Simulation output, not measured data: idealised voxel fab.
Process module in this document: voxel capacitor over wiring
Cross-section cut spans 145 nm and uses square cells 5 nm in size.
The cross-sections in this document take the form of a grid made of square cells. They are written out as bands, in order from top to bottom. Each band consists of one or more rows of cells.
The entry gives the band's vertical extent as a top height and a bottom height in nm, then its horizontal make-up as materials from left to right, each with a width in nm. "blank" stands for empty space; a single material marked "edge to edge" fills the band edge to edge.
All heights in this document are referenced to 0, defined as the level beneath which the wafer, as received, consists entirely of one material. The lowest band is not bounded below; it extends indefinitely downward and is written in the form "0 and below".
Width spec "30->40" -> top row of cells at first value, bottom row at second value, equal per-row change in between.
Take "left unchanged" at face value: in the step it is given for, the cross-section changed in none of its cells.
"Unvented cavities" specifies each empty space that is not open to the top and that occupies no fewer than 8 cells, using the form width x height at distance, the distance measured from the left edge and all three quantities in nm.
Where a step's line continues beyond its settings, the continuation is a remark by the simulator itself on that step.
overlay nm: mask right of planned place by this much (step with mask). Neg. = left.
THE PROCESS STEPS THAT WERE PLANNED ARE LISTED BELOW
step 1: RECEIVE | material Si
step 2: CONFORMAL_DEP | material SiO2 | thk nm 15
step 3: CONFORMAL_DEP | material SiN | thk nm 5
step 4: DIRECTIONAL_DEP | material SiO2 | thk nm 15
step 5: MASKED_ETCH | tone open | mask id METAL_1 | width nm 25 | pitch nm 75 | etch materials SiO2 | depth nm 15 | overlay nm 0
step 6: MASKED_ETCH | tone open | mask id METAL_1 | width nm 25 | pitch nm 75 | etch materials SiN | depth nm 5 | overlay nm 0
step 7: CONFORMAL_DEP | material TiN | thk nm 5
step 8: FILL_DEP | material Ru | thk nm 10
step 9: CMP | height nm 35
step 10: CONFORMAL_DEP | material SiCN | thk nm 5
step 11: DIRECTIONAL_DEP | material lowk | thk nm 15
step 12: PATTERN | tone open | mask id PLUG_1 | material resist | width nm 15 | thk nm 15 | overlay nm 0
step 13: DIRECTIONAL_ETCH | etch materials lowk | depth nm 15
step 14: DIRECTIONAL_ETCH | etch materials SiCN | depth nm 5
step 15: STRIP | etch materials resist
step 16: EPI | material Ru | thk nm 10
step 17: EPI | material Ru | thk nm 10
step 18: DIRECTIONAL_DEP | material TiN | thk nm 5
step 19: DIRECTIONAL_DEP | material HfO2 | thk nm 5
step 20: DIRECTIONAL_DEP | material TiN | thk nm 10
step 21: DIRECTIONAL_DEP | material aC | thk nm 15
step 22: PATTERN | tone cover | mask id UPPER_PLATE | material resist | width nm 55 | thk nm 30 | overlay nm 0
step 23: DIRECTIONAL_ETCH | etch materials aC | depth nm 15
step 24: STRIP | etch materials resist
step 25: DIRECTIONAL_ETCH | etch materials TiN | depth nm 10
step 26: DIRECTIONAL_ETCH | etch materials HfO2 | depth nm 5
step 27: STRIP | etch materials aC
step 28: MASKED_ETCH | tone cover | mask id LOWER_PLATE | width nm 65 | etch materials TiN | depth nm 5 | overlay nm 0
step 29: FILL_DEP | material SiO2 | thk nm 15
step 30: CMP | height nm 85
step 31: MASKED_ETCH | tone open | mask id PLUG_2 | width nm 15 | etch materials SiO2 | depth nm 10 | overlay nm 0
step 32: CONFORMAL_DEP | material TiN | thk nm 5
step 33: FILL_DEP | material W | thk nm 5
step 34: CMP | height nm 85
step 35: CONFORMAL_DEP | material SiN | thk nm 5
CROSS-SECTION: WAFER ON ARRIVAL = AFTER STEP 1
> 0 and below | Si edge to edge
> Unvented cavities: none
SECTIONED VIEW, FIRST OF TWO WAFERS, AT THE CLOSE OF THE MODULE, PROCESSED AS INTENDED IN THE PLAN
> 90 down to 85 | SiN edge to edge
> 85 down to 80 | 40 SiO2 | 5 TiN | 5 W | 5 TiN | 90 SiO2
> 80 down to 75 | 40 SiO2 | 15 TiN | 90 SiO2
> 75 down to 65 | 30 SiO2 | 55 TiN | 60 SiO2
> 65 down to 60 | 30 SiO2 | 55 HfO2 | 60 SiO2
> 60 down to 55 | 25 SiO2 | 65 TiN | 55 SiO2
> 55 down to 40 | 30 lowk | 15 Ru | 100 lowk
> 40 down to 35 | 30 SiCN | 15 Ru | 100 SiCN
> 35 down to 20 | 20 SiO2 | 5 TiN | 15 Ru | 5 TiN | 50 SiO2 | 5 TiN | 15 Ru | 5 TiN | 25 SiO2
> 20 down to 15 | 20 SiN | 25 TiN | 50 SiN | 25 TiN | 25 SiN
> 15 down to 0 | SiO2 edge to edge
> 0 and below | Si edge to edge
> Unvented cavities: none
SECOND WAFER CROSS-SECTION AT END OF MODULE - SHARED START AND PLAN WITH THE FIRST, ONE MISTAKE IN THE RUN
> 90 down to 85 | SiN edge to edge
> 85 down to 80 | 40 SiO2 | 5 TiN | 5 W | 5 TiN | 90 SiO2
> 80 down to 75 | 40 SiO2 | 15 TiN | 90 SiO2
> 75 down to 65 | 45 SiO2 | 40 TiN | 60 SiO2
> 65 down to 60 | 30 SiO2 | 15 TiN | 40 HfO2 | 60 SiO2
> 60 down to 55 | 25 SiO2 | 65 TiN | 55 SiO2
> 55 down to 50 | 30 lowk | 15 HfO2 | 100 lowk
> 50 down to 45 | 30 lowk | 15 TiN | 100 lowk
> 45 down to 40 | 30 lowk | 15 Ru | 100 lowk
> 40 down to 35 | 30 SiCN | 15 Ru | 100 SiCN
> 35 down to 20 | 20 SiO2 | 5 TiN | 15 Ru | 5 TiN | 50 SiO2 | 5 TiN | 15 Ru | 5 TiN | 25 SiO2
> 20 down to 15 | 20 SiN | 25 TiN | 50 SiN | 25 TiN | 25 SiN
> 15 down to 0 | SiO2 edge to edge
> 0 and below | Si edge to edge
> Unvented cavities: none
Want to know what went wrong? since steps 16 and 17 are all the same, there's no way to know which one of them was skipped, only that one was
Final cells, second wafer relative to first, materials higher or lower: Ru -6; SiO2 +6
